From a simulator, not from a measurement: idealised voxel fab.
You're looking at the process module voxel self aligned contacts.
Section shown: cut. Width: 270 nm. Cell size: 5 nm, square.
Throughout this document, each cross-section is represented as a grid of square cells and is presented as a sequence of bands enumerated from the top downward, where a band comprises one or more rows of cells. First you get the band's top height and its bottom height, in nm, and then the materials it's made of, left to right, with each width in nm. If you see a single material with "everywhere", that one covers the band edge to edge. "empty" is empty space. Below 0: as-received wafer, all one material; heights counted from there. Lowest band: no bottom, goes on down, written "0 nm and below". When a width is written as two numbers, as in "30->40", the first number is the width in the top row of cells of the band and the second is the width in its bottom row, and the width changes by the same amount from each row to the next. Step marked "no modification"? Then no cell in the cross-section changed in it. Closed empty spaces (no open way to the top) of 8 cells or more are what "Enclosed empty spaces" lists, each as width x height at distance from the left edge, nm for all three. Text after the settings on a step's line: the simulator's own remark on that step. The line of a step may include "overlay nm". On a step with a mask, this value is how far to the right of its planned place the mask lay. A negative value means the mask lay to the left.

THESE ARE THE STEPS WE PLANNED FOR THE PROCESS
1. RECEIVE (material Si)
2. OXIDIZE (depth nm 5)
3. DIRECTIONAL_DEP (material polySi; thk nm 30)
4. DIRECTIONAL_DEP (material SiN; thk nm 20)
5. DIRECTIONAL_DEP (material aC; thk nm 10)
6. PATTERN (tone cover; mask id GATE; material resist; width nm 35; pitch nm 70; thk nm 25; overlay nm 0)
7. DIRECTIONAL_ETCH (etch materials aC; depth nm 10)
8. STRIP (etch materials resist)
9. DIRECTIONAL_ETCH (etch materials SiN; depth nm 20)
10. DIRECTIONAL_ETCH (etch materials polySi; depth nm 30)
11. STRIP (etch materials aC)
12. CONFORMAL_DEP (material SiN; thk nm 10)
13. DIRECTIONAL_ETCH (etch materials SiN; depth nm 10)
14. FILL_DEP (material SiO2; thk nm 15)
15. CMP (height nm 60)
16. PATTERN (tone open; mask id CONTACT; material resist; width nm 45; pitch nm 70; thk nm 15; overlay nm 0)
17. DIRECTIONAL_ETCH (etch materials SiO2; depth nm 65)
18. STRIP (etch materials resist)
19. CONFORMAL_DEP (material TiN; thk nm 5)
20. FILL_DEP (material Ru; thk nm 5)
21. CMP (height nm 60)
22. CONFORMAL_DEP (material SiN; thk nm 5)

FIRST WAFER, AS PLANNED

CROSS-SECTIONAL VIEW OF THE WAFER IN ITS AS-RECEIVED CONDITION, CORRESPONDING TO THE STATE AFTER STEP 1
	0 nm and below = Si everywhere
	Enclosed empty spaces: none

AFTER STEP 2: WAFER CROSS-SECTION
	0 nm to -5 nm = SiO2 everywhere
	Below a height of -5, the structure has not been altered.

AFTER STEP 3: WAFER CROSS-SECTION
	30 nm to 0 nm = polySi everywhere
	Below a height of 0, the structure has not been altered.

AFTER STEP 4: WAFER CROSS-SECTION
	50 nm to 30 nm = SiN everywhere
	Below a height of 30, the structure has not been altered.

AFTER STEP 5: WAFER CROSS-SECTION
	60 nm to 50 nm = aC everywhere
	Below a height of 50, the structure has not been altered.

AFTER STEP 6: WAFER CROSS-SECTION
	85 nm to 60 nm = empty 45 nm | resist 35 nm | empty 35 nm | resist 35 nm | empty 35 nm | resist 35 nm | empty 50 nm
	Below a height of 60, the structure has not been altered.

AFTER STEP 7: WAFER CROSS-SECTION
	75 nm to 60 nm = empty 45 nm | resist 35 nm | empty 35 nm | resist 35 nm | empty 35 nm | resist 35 nm | empty 50 nm
	60 nm to 50 nm = empty 45 nm | aC 35 nm | empty 35 nm | aC 35 nm | empty 35 nm | aC 35 nm | empty 50 nm
	Below a height of 50, the structure has not been altered.

AFTER STEP 8: WAFER CROSS-SECTION
	60 nm to 50 nm = empty 45 nm | aC 35 nm | empty 35 nm | aC 35 nm | empty 35 nm | aC 35 nm | empty 50 nm
	Below a height of 50, the structure has not been altered.

AFTER STEP 9: WAFER CROSS-SECTION
	60 nm to 50 nm = empty 45 nm | aC 35 nm | empty 35 nm | aC 35 nm | empty 35 nm | aC 35 nm | empty 50 nm
	50 nm to 30 nm = empty 45 nm | SiN 35 nm | empty 35 nm | SiN 35 nm | empty 35 nm | SiN 35 nm | empty 50 nm
	Below a height of 30, the structure has not been altered.

AFTER STEP 10: WAFER CROSS-SECTION
	60 nm to 50 nm = empty 45 nm | aC 35 nm | empty 35 nm | aC 35 nm | empty 35 nm | aC 35 nm | empty 50 nm
	50 nm to 30 nm = empty 45 nm | SiN 35 nm | empty 35 nm | SiN 35 nm | empty 35 nm | SiN 35 nm | empty 50 nm
	30 nm to 0 nm = empty 45 nm | polySi 35 nm | empty 35 nm | polySi 35 nm | empty 35 nm | polySi 35 nm | empty 50 nm
	Below a height of 0, the structure has not been altered.

AFTER STEP 11: WAFER CROSS-SECTION
	50 nm to 30 nm = empty 45 nm | SiN 35 nm | empty 35 nm | SiN 35 nm | empty 35 nm | SiN 35 nm | empty 50 nm
	Below a height of 30, the structure has not been altered.

AFTER STEP 12: WAFER CROSS-SECTION
	60 nm to 30 nm = empty 35 nm | SiN 55 nm | empty 15 nm | SiN 55 nm | empty 15 nm | SiN 55 nm | empty 40 nm
	30 nm to 10 nm = empty 35 nm | SiN 10 nm | polySi 35 nm | SiN 10 nm | empty 15 nm | SiN 10 nm | polySi 35 nm | SiN 10 nm | empty 15 nm | SiN 10 nm | polySi 35 nm | SiN 10 nm | empty 40 nm
	10 nm to 0 nm = SiN 45 nm | polySi 35 nm | SiN 35 nm | polySi 35 nm | SiN 35 nm | polySi 35 nm | SiN 50 nm
	Below a height of 0, the structure has not been altered.

AFTER STEP 13: WAFER CROSS-SECTION
	50 nm to 30 nm = empty 35 nm | SiN 55 nm | empty 15 nm | SiN 55 nm | empty 15 nm | SiN 55 nm | empty 40 nm
	30 nm to 0 nm = empty 35 nm | SiN 10 nm | polySi 35 nm | SiN 10 nm | empty 15 nm | SiN 10 nm | polySi 35 nm | SiN 10 nm | empty 15 nm | SiN 10 nm | polySi 35 nm | SiN 10 nm | empty 40 nm
	Below a height of 0, the structure has not been altered.

AFTER STEP 14: WAFER CROSS-SECTION
	65 nm to 50 nm = SiO2 everywhere
	50 nm to 30 nm = SiO2 35 nm | SiN 55 nm | SiO2 15 nm | SiN 55 nm | SiO2 15 nm | SiN 55 nm | SiO2 40 nm
	30 nm to 0 nm = SiO2 35 nm | SiN 10 nm | polySi 35 nm | SiN 10 nm | SiO2 15 nm | SiN 10 nm | polySi 35 nm | SiN 10 nm | SiO2 15 nm | SiN 10 nm | polySi 35 nm | SiN 10 nm | SiO2 40 nm
	Below a height of 0, the structure has not been altered.

AFTER STEP 15: WAFER CROSS-SECTION
	60 nm to 50 nm = SiO2 everywhere
	Below a height of 50, the structure has not been altered.

AFTER STEP 16: WAFER CROSS-SECTION
	75 nm to 60 nm = resist 75 nm | empty 45 nm | resist 25 nm | empty 45 nm | resist 80 nm
	Below a height of 60, the structure has not been altered.

AFTER STEP 17: WAFER CROSS-SECTION
	75 nm to 60 nm = resist 75 nm | empty 45 nm | resist 25 nm | empty 45 nm | resist 80 nm
	60 nm to 50 nm = SiO2 75 nm | empty 45 nm | SiO2 25 nm | empty 45 nm | SiO2 80 nm
	50 nm to 30 nm = SiO2 35 nm | SiN 55 nm | empty 15 nm | SiN 55 nm | empty 15 nm | SiN 55 nm | SiO2 40 nm
	30 nm to 0 nm = SiO2 35 nm | SiN 10 nm | polySi 35 nm | SiN 10 nm | empty 15 nm | SiN 10 nm | polySi 35 nm | SiN 10 nm | empty 15 nm | SiN 10 nm | polySi 35 nm | SiN 10 nm | SiO2 40 nm
	0 nm to -5 nm = SiO2 90 nm | empty 15 nm | SiO2 55 nm | empty 15 nm | SiO2 95 nm
	Below a height of -5, the structure has not been altered.

AFTER STEP 18: WAFER CROSS-SECTION
	60 nm to 50 nm = SiO2 75 nm | empty 45 nm | SiO2 25 nm | empty 45 nm | SiO2 80 nm
	Below a height of 50, the structure has not been altered.

AFTER STEP 19: WAFER CROSS-SECTION
	65 nm to 60 nm = TiN 80 nm | empty 35 nm | TiN 35 nm | empty 35 nm | TiN 85 nm
	60 nm to 50 nm = SiO2 75 nm | TiN 5->20 nm | empty 35->5 nm | TiN 5->20 nm | SiO2 25 nm | TiN 5->20 nm | empty 35->5 nm | TiN 5->20 nm | SiO2 80 nm
	50 nm to 30 nm = SiO2 35 nm | SiN 55 nm | TiN 5 nm | empty 5 nm | TiN 5 nm | SiN 55 nm | TiN 5 nm | empty 5 nm | TiN 5 nm | SiN 55 nm | SiO2 40 nm
	30 nm to 0 nm = SiO2 35 nm | SiN 10 nm | polySi 35 nm | SiN 10 nm | TiN 5 nm | empty 5 nm | TiN 5 nm | SiN 10 nm | polySi 35 nm | SiN 10 nm | TiN 5 nm | empty 5 nm | TiN 5 nm | SiN 10 nm | polySi 35 nm | SiN 10 nm | SiO2 40 nm
	0 nm to -5 nm = SiO2 90 nm | TiN 15 nm | SiO2 55 nm | TiN 15 nm | SiO2 95 nm
	Below a height of -5, the structure has not been altered.

AFTER STEP 20: WAFER CROSS-SECTION
	70 nm to 65 nm = Ru everywhere
	65 nm to 60 nm = TiN 80 nm | Ru 35 nm | TiN 35 nm | Ru 35 nm | TiN 85 nm
	60 nm to 50 nm = SiO2 75 nm | TiN 5->20 nm | Ru 35->5 nm | TiN 5->20 nm | SiO2 25 nm | TiN 5->20 nm | Ru 35->5 nm | TiN 5->20 nm | SiO2 80 nm
	50 nm to 30 nm = SiO2 35 nm | SiN 55 nm | TiN 5 nm | Ru 5 nm | TiN 5 nm | SiN 55 nm | TiN 5 nm | Ru 5 nm | TiN 5 nm | SiN 55 nm | SiO2 40 nm
	30 nm to 0 nm = SiO2 35 nm | SiN 10 nm | polySi 35 nm | SiN 10 nm | TiN 5 nm | Ru 5 nm | TiN 5 nm | SiN 10 nm | polySi 35 nm | SiN 10 nm | TiN 5 nm | Ru 5 nm | TiN 5 nm | SiN 10 nm | polySi 35 nm | SiN 10 nm | SiO2 40 nm
	Below a height of 0, the structure has not been altered.

AFTER STEP 21: WAFER CROSS-SECTION
	60 nm to 50 nm = SiO2 75 nm | TiN 5->20 nm | Ru 35->5 nm | TiN 5->20 nm | SiO2 25 nm | TiN 5->20 nm | Ru 35->5 nm | TiN 5->20 nm | SiO2 80 nm
	Below a height of 50, the structure has not been altered.

AFTER STEP 22: WAFER CROSS-SECTION
	65 nm to 60 nm = SiN everywhere
	Below a height of 60, the structure has not been altered.

WAFER TWO: LIKE WAFER ONE IN START AND PLAN, BUT WITH ONE MISTAKE IN EXECUTION; IDENTICAL UP TO AND INCLUDING STEP 15

CROSS-SECTIONAL VIEW OF THE SECOND WAFER AT THE INTENDED END TIME OF PROCESS STEP 16
	75 nm to 60 nm = empty 75 nm | resist 45 nm | empty 25 nm | resist 45 nm | empty 80 nm
	Below a height of 60, the structure has not been altered.

CROSS-SECTIONAL VIEW OF THE SECOND WAFER AT THE INTENDED END TIME OF PROCESS STEP 17
	75 nm to 60 nm = empty 75 nm | resist 45 nm | empty 25 nm | resist 45 nm | empty 80 nm
	60 nm to 50 nm = empty 75 nm | SiO2 45 nm | empty 25 nm | SiO2 45 nm | empty 80 nm
	50 nm to 30 nm = empty 35 nm | SiN 55 nm | SiO2 15 nm | SiN 55 nm | SiO2 15 nm | SiN 55 nm | empty 40 nm
	30 nm to 0 nm = empty 35 nm | SiN 10 nm | polySi 35 nm | SiN 10 nm | SiO2 15 nm | SiN 10 nm | polySi 35 nm | SiN 10 nm | SiO2 15 nm | SiN 10 nm | polySi 35 nm | SiN 10 nm | empty 40 nm
	0 nm to -5 nm = empty 35 nm | SiO2 195 nm | empty 40 nm
	Below a height of -5, the structure has not been altered.

CROSS-SECTIONAL VIEW OF THE SECOND WAFER AT THE INTENDED END TIME OF PROCESS STEP 18
	60 nm to 50 nm = empty 75 nm | SiO2 45 nm | empty 25 nm | SiO2 45 nm | empty 80 nm
	Below a height of 50, the structure has not been altered.

CROSS-SECTIONAL VIEW OF THE SECOND WAFER AT THE INTENDED END TIME OF PROCESS STEP 19
	65 nm to 60 nm = empty 70 nm | TiN 55 nm | empty 15 nm | TiN 55 nm | empty 75 nm
	60 nm to 55 nm = empty 70 nm | TiN 5 nm | SiO2 45 nm | TiN 5 nm | empty 15 nm | TiN 5 nm | SiO2 45 nm | TiN 5 nm | empty 75 nm
	55 nm to 50 nm = empty 30 nm | TiN 45 nm | SiO2 45 nm | TiN 25 nm | SiO2 45 nm | TiN 45 nm | empty 35 nm
	50 nm to 30 nm = empty 30 nm | TiN 5 nm | SiN 55 nm | SiO2 15 nm | SiN 55 nm | SiO2 15 nm | SiN 55 nm | TiN 5 nm | empty 35 nm
	30 nm to 0 nm = empty 30 nm | TiN 5 nm | SiN 10 nm | polySi 35 nm | SiN 10 nm | SiO2 15 nm | SiN 10 nm | polySi 35 nm | SiN 10 nm | SiO2 15 nm | SiN 10 nm | polySi 35 nm | SiN 10 nm | TiN 5 nm | empty 35 nm
	0 nm to -5 nm = TiN 35 nm | SiO2 195 nm | TiN 40 nm
	Below a height of -5, the structure has not been altered.

CROSS-SECTIONAL VIEW OF THE SECOND WAFER AT THE INTENDED END TIME OF PROCESS STEP 20
	70 nm to 65 nm = Ru everywhere
	65 nm to 60 nm = Ru 70 nm | TiN 55 nm | Ru 15 nm | TiN 55 nm | Ru 75 nm
	60 nm to 55 nm = Ru 70 nm | TiN 5 nm | SiO2 45 nm | TiN 5 nm | Ru 15 nm | TiN 5 nm | SiO2 45 nm | TiN 5 nm | Ru 75 nm
	55 nm to 50 nm = Ru 30 nm | TiN 45 nm | SiO2 45 nm | TiN 25 nm | SiO2 45 nm | TiN 45 nm | Ru 35 nm
	50 nm to 30 nm = Ru 30 nm | TiN 5 nm | SiN 55 nm | SiO2 15 nm | SiN 55 nm | SiO2 15 nm | SiN 55 nm | TiN 5 nm | Ru 35 nm
	30 nm to 0 nm = Ru 30 nm | TiN 5 nm | SiN 10 nm | polySi 35 nm | SiN 10 nm | SiO2 15 nm | SiN 10 nm | polySi 35 nm | SiN 10 nm | SiO2 15 nm | SiN 10 nm | polySi 35 nm | SiN 10 nm | TiN 5 nm | Ru 35 nm
	Below a height of 0, the structure has not been altered.

CROSS-SECTIONAL VIEW OF THE SECOND WAFER AT THE INTENDED END TIME OF PROCESS STEP 21
	60 nm to 55 nm = Ru 70 nm | TiN 5 nm | SiO2 45 nm | TiN 5 nm | Ru 15 nm | TiN 5 nm | SiO2 45 nm | TiN 5 nm | Ru 75 nm
	Below a height of 55, the structure has not been altered.

CROSS-SECTIONAL VIEW OF THE SECOND WAFER AT THE INTENDED END TIME OF PROCESS STEP 22
	65 nm to 60 nm = SiN everywhere
	Below a height of 60, the structure has not been altered.
Plan not followed: step 16 ran with different settings than intended, the actual operation and settings being PATTERN (tone cover; mask id CONTACT; material resist; width nm 45; pitch nm 70; thk nm 15; overlay nm 0)
FYI, end of process, the second wafer has more or fewer cells of some materials than the first: 139 more of Ru, 135 fewer of SiO2, 4 fewer of TiN
